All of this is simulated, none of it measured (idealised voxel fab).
You're looking at the process module voxel ribs on slabs.
FYI the section here is cut, 275 nm wide, cells are 5 nm squares.
For the purposes of this document, a cross-section shall be understood as a grid of square cells, specified as bands listed in top-to-bottom order, each band consisting of one or more rows of cells. Look at the band entry: it leads with the top's height and the bottom's height in nm. Then it lists the materials left to right, with a width in nm for each. The word "edge to edge" on a single material says that material fills the band edge to edge. The word "air" is empty space. Heads up on the height convention: 0 is the point under which the incoming wafer is all one material, and the lowest band has no bottom, it just keeps going down, like "0 -> down". Width "30..40": first value at the band's top row of cells, second value at its bottom row, equal change from row to row. It should be understood that the words "nothing got changed", when stated for a given step, signify that the cross-section underwent no change in any of its cells during that step. For the entry "Fully sealed cavities", the listed items are empty spaces with no open way to the top whose size is 8 cells or more; each item follows the pattern width x height at distance, where distance is from the left edge and all three are in nm. after a step's settings: what the simulator itself notes on the step. The optional step-line setting "overlay nm" applies to steps with a mask and quantifies how far to the right of its planned location the mask lay, a negative value indicating leftward placement.

THE STEPS PLANNED FOR THE PROCESS ARE AS FOLLOWS
1,RECEIVE,material Si
2,DIRECTIONAL_DEP,material SiO2,thk nm 20
3,DIRECTIONAL_DEP,material polySi,thk nm 15
4,DIRECTIONAL_DEP,material aC,thk nm 15
5,PATTERN,tone cover,mask id RIB,material resist,width nm 15,thk nm 30,overlay nm 0
6,DIRECTIONAL_ETCH,etch materials aC,depth nm 15
7,STRIP,etch materials resist
8,DIRECTIONAL_ETCH,etch materials polySi,depth nm 10
9,STRIP,etch materials aC
10,MASKED_ETCH,tone cover,mask id SLAB,width nm 75,etch materials polySi,depth nm 5,overlay nm 0
11,FILL_DEP,material SiO2,thk nm 15
12,CMP,height nm 45
13,DIRECTIONAL_DEP,material W,thk nm 10
14,MASKED_ETCH,tone cover,mask id HEATER,width nm 15,etch materials W,depth nm 10,overlay nm 0
15,CONFORMAL_DEP,material SiO2,thk nm 5
Don't read the plan's width nm for step 14 as applying to every wafer: that's the first wafer's value, and the wafers differ in it, though they all start identical.

CROSS-SECTION OF THE FIRST INCOMING WAFER OF SEVERAL, STATE AFTER STEP 1
    0 -> down | Si edge to edge
    Fully sealed cavities: none

BELOW IS A PER-WAFER TABLE. IN IT, EACH ROW DESCRIBES THE WAFER AT THE END OF THE MODULE BY GIVING, FOR EACH MATERIAL, THE NUMBER OF CELLS GAINED (+) OR LOST (-) SINCE THE WAFER WAS RECEIVED, AND AFTER THAT THE CLOSED VOIDS OF THE WAFER
width nm 15, +533 SiO2, +6 W, +21 polySi, Fully sealed cavities: none
width nm 20, +533 SiO2, +8 W, +21 polySi, Fully sealed cavities: none
width nm 25, +533 SiO2, +10 W, +21 polySi, Fully sealed cavities: none
width nm 30, +533 SiO2, +12 W, +21 polySi, Fully sealed cavities: none
width nm 35, +533 SiO2, +14 W, +21 polySi, Fully sealed cavities: none
width nm 40, +533 SiO2, +16 W, +21 polySi, Fully sealed cavities: none
